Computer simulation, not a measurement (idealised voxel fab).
Process module, titled voxel spacer lines
Square cells of 5 nm make up the cross-section cut, whose width is 245 nm.
In what follows, cross-sections appear as grids of square cells, described through bands that run from the top down, where every band is one or more rows of cells.
Top height, bottom height, nm. Materials left to right, width each, nm. Single material + "full width" = fills band edge to edge. "empty" = empty.
Basically, 0 is our baseline, since under it the wafer straight out of the box is all one material. The bottom band has no lower end and keeps on going down, so it looks like "0 down".
The notation "30 to 40" denotes a width that varies across the rows of cells in the band, beginning at the first number in the top row, finishing at the second number in the bottom row, and changing by an identical amount from each row to the next.
"remains unaltered", as given for a step, is the statement that not any cell of the cross-section underwent a change during that step.
The entry "Voids lacking openings" lists the empty spaces that cover at least 8 cells and have no open path to the top. Each is written as width x height at distance, where the distance is measured from the left edge and all three values are in nm.
after a step's settings: what the simulator itself notes on the step
overlay nm: right-of-plan distance of the mask on a masked step; negative values mean left-of-plan.

THIS SECTION LISTS THE PROCESS STEPS THAT WERE PLANNED
1) RECEIVE [material Si]
2) CONFORMAL_DEP [material Al2O3] [thk nm 10]
3) DIRECTIONAL_DEP [material TiN] [thk nm 10]
4) DIRECTIONAL_DEP [material aC] [thk nm 20]
5) PATTERN [tone cover] [mask id MANDREL] [material resist] [width nm 20] [pitch nm 70] [thk nm 30] [overlay nm 0]
6) DIRECTIONAL_ETCH [etch materials aC] [depth nm 20]
7) STRIP [etch materials resist]
8) CONFORMAL_DEP [material SiO2] [thk nm 15]
9) DIRECTIONAL_ETCH [etch materials SiO2] [depth nm 15]
10) STRIP [etch materials aC]
11) DIRECTIONAL_ETCH [etch materials TiN] [depth nm 10]
12) STRIP [etch materials SiO2]

THE FIRST WAFER OF TWO, PROCESSED AS PLANNED

AS RECEIVED, AFTER STEP 1
- 0 down = Si full width
- Voids lacking openings: none

WAFER XSEC, POST STEP 2
- 10 to 0 = Al2O3 full width
- Heights below 0 show no change.

WAFER XSEC, POST STEP 3
- 20 to 10 = TiN full width
- Heights below 10 show no change.

WAFER XSEC, POST STEP 4
- 40 to 20 = aC full width
- Heights below 20 show no change.

WAFER XSEC, POST STEP 5
- 70 to 40 = empty 40 nm / resist 20 nm / empty 50 nm / resist 20 nm / empty 50 nm / resist 20 nm / empty 45 nm
- Heights below 40 show no change.

WAFER XSEC, POST STEP 6
- 50 to 40 = empty 40 nm / resist 20 nm / empty 50 nm / resist 20 nm / empty 50 nm / resist 20 nm / empty 45 nm
- 40 to 20 = empty 40 nm / aC 20 nm / empty 50 nm / aC 20 nm / empty 50 nm / aC 20 nm / empty 45 nm
- Heights below 20 show no change.

WAFER XSEC, POST STEP 7
- 40 to 20 = empty 40 nm / aC 20 nm / empty 50 nm / aC 20 nm / empty 50 nm / aC 20 nm / empty 45 nm
- Heights below 20 show no change.

WAFER XSEC, POST STEP 8
- 55 to 40 = empty 25 nm / SiO2 50 nm / empty 20 nm / SiO2 50 nm / empty 20 nm / SiO2 50 nm / empty 30 nm
- 40 to 35 = empty 25 nm / SiO2 15 nm / aC 20 nm / SiO2 15 nm / empty 20 nm / SiO2 15 nm / aC 20 nm / SiO2 15 nm / empty 20 nm / SiO2 15 nm / aC 20 nm / SiO2 15 nm / empty 30 nm
- 35 to 20 = SiO2 40 nm / aC 20 nm / SiO2 50 nm / aC 20 nm / SiO2 50 nm / aC 20 nm / SiO2 45 nm
- Heights below 20 show no change.

WAFER XSEC, POST STEP 9
- 40 to 20 = empty 25 nm / SiO2 15 nm / aC 20 nm / SiO2 15 nm / empty 20 nm / SiO2 15 nm / aC 20 nm / SiO2 15 nm / empty 20 nm / SiO2 15 nm / aC 20 nm / SiO2 15 nm / empty 30 nm
- Heights below 20 show no change.

WAFER XSEC, POST STEP 10
- 40 to 20 = empty 25 nm / SiO2 15 nm / empty 20 nm / SiO2 15 nm / empty 20 nm / SiO2 15 nm / empty 20 nm / SiO2 15 nm / empty 20 nm / SiO2 15 nm / empty 20 nm / SiO2 15 nm / empty 30 nm
- Heights below 20 show no change.

WAFER XSEC, POST STEP 11
- 40 to 20 = empty 25 nm / SiO2 15 nm / empty 20 nm / SiO2 15 nm / empty 20 nm / SiO2 15 nm / empty 20 nm / SiO2 15 nm / empty 20 nm / SiO2 15 nm / empty 20 nm / SiO2 15 nm / empty 30 nm
- 20 to 10 = empty 25 nm / TiN 15 nm / empty 20 nm / TiN 15 nm / empty 20 nm / TiN 15 nm / empty 20 nm / TiN 15 nm / empty 20 nm / TiN 15 nm / empty 20 nm / TiN 15 nm / empty 30 nm
- Heights below 10 show no change.

WAFER XSEC, POST STEP 12
- 20 to 10 = empty 25 nm / TiN 15 nm / empty 20 nm / TiN 15 nm / empty 20 nm / TiN 15 nm / empty 20 nm / TiN 15 nm / empty 20 nm / TiN 15 nm / empty 20 nm / TiN 15 nm / empty 30 nm
- Heights below 10 show no change.

WAFER TWO. SAME START, SAME PLAN, ONE SLIP IN EXECUTION. SAME AS WAFER ONE THROUGH STEP 4, INCLUSIVE

CROSS-SECTIONAL VIEW OF THE SECOND WAFER AT THE INTENDED END TIME OF PROCESS STEP 5
- 70 to 40 = empty 40 nm / resist 25 nm / empty 45 nm / resist 25 nm / empty 45 nm / resist 25 nm / empty 40 nm
- Heights below 40 show no change.

CROSS-SECTIONAL VIEW OF THE SECOND WAFER AT THE INTENDED END TIME OF PROCESS STEP 6
- 50 to 40 = empty 40 nm / resist 25 nm / empty 45 nm / resist 25 nm / empty 45 nm / resist 25 nm / empty 40 nm
- 40 to 20 = empty 40 nm / aC 25 nm / empty 45 nm / aC 25 nm / empty 45 nm / aC 25 nm / empty 40 nm
- Heights below 20 show no change.

CROSS-SECTIONAL VIEW OF THE SECOND WAFER AT THE INTENDED END TIME OF PROCESS STEP 7
- 40 to 20 = empty 40 nm / aC 25 nm / empty 45 nm / aC 25 nm / empty 45 nm / aC 25 nm / empty 40 nm
- Heights below 20 show no change.

CROSS-SECTIONAL VIEW OF THE SECOND WAFER AT THE INTENDED END TIME OF PROCESS STEP 8
- 55 to 40 = empty 25 nm / SiO2 55 nm / empty 15 nm / SiO2 55 nm / empty 15 nm / SiO2 55 nm / empty 25 nm
- 40 to 35 = empty 25 nm / SiO2 15 nm / aC 25 nm / SiO2 15 nm / empty 15 nm / SiO2 15 nm / aC 25 nm / SiO2 15 nm / empty 15 nm / SiO2 15 nm / aC 25 nm / SiO2 15 nm / empty 25 nm
- 35 to 20 = SiO2 40 nm / aC 25 nm / SiO2 45 nm / aC 25 nm / SiO2 45 nm / aC 25 nm / SiO2 40 nm
- Heights below 20 show no change.

CROSS-SECTIONAL VIEW OF THE SECOND WAFER AT THE INTENDED END TIME OF PROCESS STEP 9
- 40 to 20 = empty 25 nm / SiO2 15 nm / aC 25 nm / SiO2 15 nm / empty 15 nm / SiO2 15 nm / aC 25 nm / SiO2 15 nm / empty 15 nm / SiO2 15 nm / aC 25 nm / SiO2 15 nm / empty 25 nm
- Heights below 20 show no change.

CROSS-SECTIONAL VIEW OF THE SECOND WAFER AT THE INTENDED END TIME OF PROCESS STEP 10
- 40 to 20 = empty 25 nm / SiO2 15 nm / empty 25 nm / SiO2 15 nm / empty 15 nm / SiO2 15 nm / empty 25 nm / SiO2 15 nm / empty 15 nm / SiO2 15 nm / empty 25 nm / SiO2 15 nm / empty 25 nm
- Heights below 20 show no change.

CROSS-SECTIONAL VIEW OF THE SECOND WAFER AT THE INTENDED END TIME OF PROCESS STEP 11
- 40 to 20 = empty 25 nm / SiO2 15 nm / empty 25 nm / SiO2 15 nm / empty 15 nm / SiO2 15 nm / empty 25 nm / SiO2 15 nm / empty 15 nm / SiO2 15 nm / empty 25 nm / SiO2 15 nm / empty 25 nm
- 20 to 10 = empty 25 nm / TiN 15 nm / empty 25 nm / TiN 15 nm / empty 15 nm / TiN 15 nm / empty 25 nm / TiN 15 nm / empty 15 nm / TiN 15 nm / empty 25 nm / TiN 15 nm / empty 25 nm
- Heights below 10 show no change.

CROSS-SECTIONAL VIEW OF THE SECOND WAFER AT THE INTENDED END TIME OF PROCESS STEP 12
- 20 to 10 = empty 25 nm / TiN 15 nm / empty 25 nm / TiN 15 nm / empty 15 nm / TiN 15 nm / empty 25 nm / TiN 15 nm / empty 15 nm / TiN 15 nm / empty 25 nm / TiN 15 nm / empty 25 nm
- Heights below 10 show no change.
Want to know what went wrong? note that step 5 departed from the planned setting and was carried out as PATTERN [tone cover] [mask id MANDREL] [material resist] [width nm 25] [pitch nm 70] [thk nm 30] [overlay nm 0]
End check, second vs first wafer: material counts in cells match, positions do not.
